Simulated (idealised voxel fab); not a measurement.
process module | voxel air gaps
cross-section cut | 170 nm wide | cells 5 nm
A cross-section is a grid of square cells, given in bands from the top down. A band is one or more rows of cells.
Each band's line starts with the height of the band's top and of its bottom, in nm. Then come its materials from left to right, each with its width in nm. One material with "throughout" fills the band from edge to edge. "air" is empty space.
Height 0 is the level under which the wafer as received is all one material. The lowest band goes on downwards, as in "0 down".
A width such as "30 to 40" changes by the same amount from each row of cells to the next, from the band's top row to its bottom row.
"no change" after a step means that no cell of the cross-section changed.
closed voids: empty space of 8 cells or more with no open way to the top, each as width x height at its distance from the left edge, in nm
after a step's settings: what the simulator itself notes on the step
overlay nm, on a step with a mask: how far to the right of its planned place the mask lay; to the left if negative
plan
1 op RECEIVE | material Si
2 op CONFORMAL_DEP | material SiO2 | thk nm 15
3 op CONFORMAL_DEP | material SiCN | thk nm 5
4 op DIRECTIONAL_DEP | material lowk | thk nm 35
5 op MASKED_ETCH | tone open | mask id LINES | width nm 20 | pitch nm 50 | etch materials lowk | depth nm 35 | overlay nm 0
6 op CONFORMAL_DEP | material TiN | thk nm 5
7 op FILL_DEP | material Ru | thk nm 5
8 op CMP | height nm 55
9 op EPI | material Ru | thk nm 10
10 op SELECTIVE_ETCH | etch materials lowk | depth nm 45
11 op CONFORMAL_DEP | material SiCN | thk nm 5
as received, after step 1
  0 down: Si throughout
  closed voids: none
first wafer at the end, as planned
  70 to 65: air 10 | SiCN 150 | air 10
  65 to 55: air 10 | SiCN 5 | Ru 40 | SiCN 10 | Ru 40 | SiCN 10 | Ru 40 | SiCN 5 | air 10
  55 to 50: air 10 | SiCN 15 | TiN 5 | Ru 10 | TiN 5 | SiCN 30 | TiN 5 | Ru 10 | TiN 5 | SiCN 30 | TiN 5 | Ru 10 | TiN 5 | SiCN 15 | air 10
  50 to 25: air 20 | SiCN 5 | TiN 5 | Ru 10 | TiN 5 | SiCN 5 | air 20 | SiCN 5 | TiN 5 | Ru 10 | TiN 5 | SiCN 5 | air 20 | SiCN 5 | TiN 5 | Ru 10 | TiN 5 | SiCN 5 | air 20
  25 to 20: SiCN 25 | TiN 20 | SiCN 30 | TiN 20 | SiCN 30 | TiN 20 | SiCN 25
  20 to 15: SiCN throughout
  15 to 0: SiO2 throughout
  0 down: Si throughout
  closed voids: 20 x 25 at 50; 20 x 25 at 100
second wafer at the end: like start, like plan, one mistake
  70 to 65: SiCN throughout
  65 to 55: Ru throughout
  55 to 25: Ru 20 | TiN 5 | lowk 20 | TiN 5 | Ru 20 | TiN 5 | lowk 20 | TiN 5 | Ru 20 | TiN 5 | lowk 20 | TiN 5 | Ru 20
  25 to 20: TiN 25 | lowk 20 | TiN 30 | lowk 20 | TiN 30 | lowk 20 | TiN 25
  20 to 15: SiCN throughout
  15 to 0: SiO2 throughout
  0 down: Si throughout
  closed voids: none
what went wrong: step 5 ran as: op MASKED_ETCH | tone cover | mask id LINES | width nm 20 | pitch nm 50 | etch materials lowk | depth nm 35 | overlay nm 0
at the end the second wafer has, in cells: 80 more of Ru | 78 fewer of SiCN | 10 more of TiN | 84 more of lowk
closed voids at the end (first wafer, second wafer): 2, 0
